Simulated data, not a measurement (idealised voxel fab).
voxel self aligned contacts: a process module
cross-section cut | 175 nm wide | cells 5 nm
Just so we're on the same page, the cross-sections are grids of square cells, and they're listed out in bands top to bottom, each band one or more rows deep. Quick guide to a band line: top height, bottom height (nm) up front; then every material left to right with its width in nm. Only one material and it's marked "everywhere"? Then it fills the band edge to edge. And "blank" just means empty space. For the purposes of this specification, 0 denotes the height below which the wafer in its as-received condition is composed wholly of one material, and the lowermost band, lacking a lower limit, extends downward without end, as expressed in "0..down". When a width is written as two numbers, as in "30->40", the first number is the width in the top row of cells of the band and the second is the width in its bottom row, and the width changes by the same amount from each row to the next. Any step labelled "nothing changed" changed none of the cells in the cross-section. Basically, "Fully closed voids" tells you about the enclosed voids: empty spaces with no open way to the top, 8 cells or bigger, each written width x height at distance, where distance is from the left edge, all in nm. Formally, on a step line, whatever follows the settings is a remark that the simulator itself makes on the step. When a step includes a mask, the "overlay nm" setting on its line states how far to the right of its planned place that mask lay, and negative values state how far to the left.
Intended process steps:
1. RECEIVE, material Si
2. CONFORMAL_DEP, material SiO2, thk nm 5
3. DIRECTIONAL_DEP, material polySi, thk nm 20
4. DIRECTIONAL_DEP, material SiN, thk nm 15
5. MASKED_ETCH, tone cover, mask id GATE, width nm 25, pitch nm 60, etch materials SiN, depth nm 15, overlay nm 0
6. MASKED_ETCH, tone cover, mask id GATE, width nm 25, pitch nm 60, etch materials polySi, depth nm 20, overlay nm 0
7. CONFORMAL_DEP, material SiN, thk nm 5
8. DIRECTIONAL_ETCH, etch materials SiN, depth nm 5
9. FILL_DEP, material SiO2, thk nm 10
10. CMP, height nm 45
11. PATTERN, tone open, mask id CONTACT, material resist, width nm 45, pitch nm 60, thk nm 20, overlay nm 0
12. DIRECTIONAL_ETCH, etch materials SiO2, depth nm 45
13. STRIP, etch materials resist
14. CONFORMAL_DEP, material TiN, thk nm 5
15. FILL_DEP, material Ru, thk nm 5
16. CMP, height nm 45
17. CONFORMAL_DEP, material SiCN, thk nm 5
This is the cross-section of the wafer as we received it, i.e. after step 1:
  0..down: Si everywhere
  Fully closed voids: none
first wafer at the end, as planned:
  50..45: SiCN everywhere
  45..40: SiO2=35, then TiN=15, then Ru=15, then TiN=15, then SiO2=15, then TiN=15, then Ru=15, then TiN=15, then SiO2=35
  40..25: SiO2=10, then SiN=35, then TiN=5, then Ru=15, then TiN=5, then SiN=35, then TiN=5, then Ru=15, then TiN=5, then SiN=35, then SiO2=10
  25..5: SiO2=10, then SiN=5, then polySi=25, then SiN=5, then TiN=5, then Ru=15, then TiN=5, then SiN=5, then polySi=25, then SiN=5, then TiN=5, then Ru=15, then TiN=5, then SiN=5, then polySi=25, then SiN=5, then SiO2=10
  5..0: SiO2=45, then TiN=25, then SiO2=35, then TiN=25, then SiO2=45
  0..down: Si everywhere
  Fully closed voids: none
Wafer two cross-section, module end. Start and plan unchanged from wafer one; one mistake made during the run:
  50..45: SiCN everywhere
  45..30: SiO2=10, then SiN=5, then polySi=25, then SiN=5, then TiN=5, then Ru=15, then TiN=5, then SiN=5, then polySi=25, then SiN=5, then TiN=5, then Ru=15, then TiN=5, then SiN=5, then polySi=25, then SiN=5, then SiO2=10
  30..25: SiO2=10, then SiN=5, then polySi=25, then SiN=5, then TiN=25, then SiN=5, then polySi=25, then SiN=5, then TiN=25, then SiN=5, then polySi=25, then SiN=5, then SiO2=10
  25..5: polySi everywhere
  5..0: SiO2 everywhere
  0..down: Si everywhere
  Fully closed voids: none
Processing error: it should be noted that step 3 of the plan was executed twice
The second wafer ends with more or fewer cells of some materials than the first, per final count: Ru: 30 fewer, SiN: 63 fewer, SiO2: 19 fewer, TiN: 28 fewer, polySi: 140 more
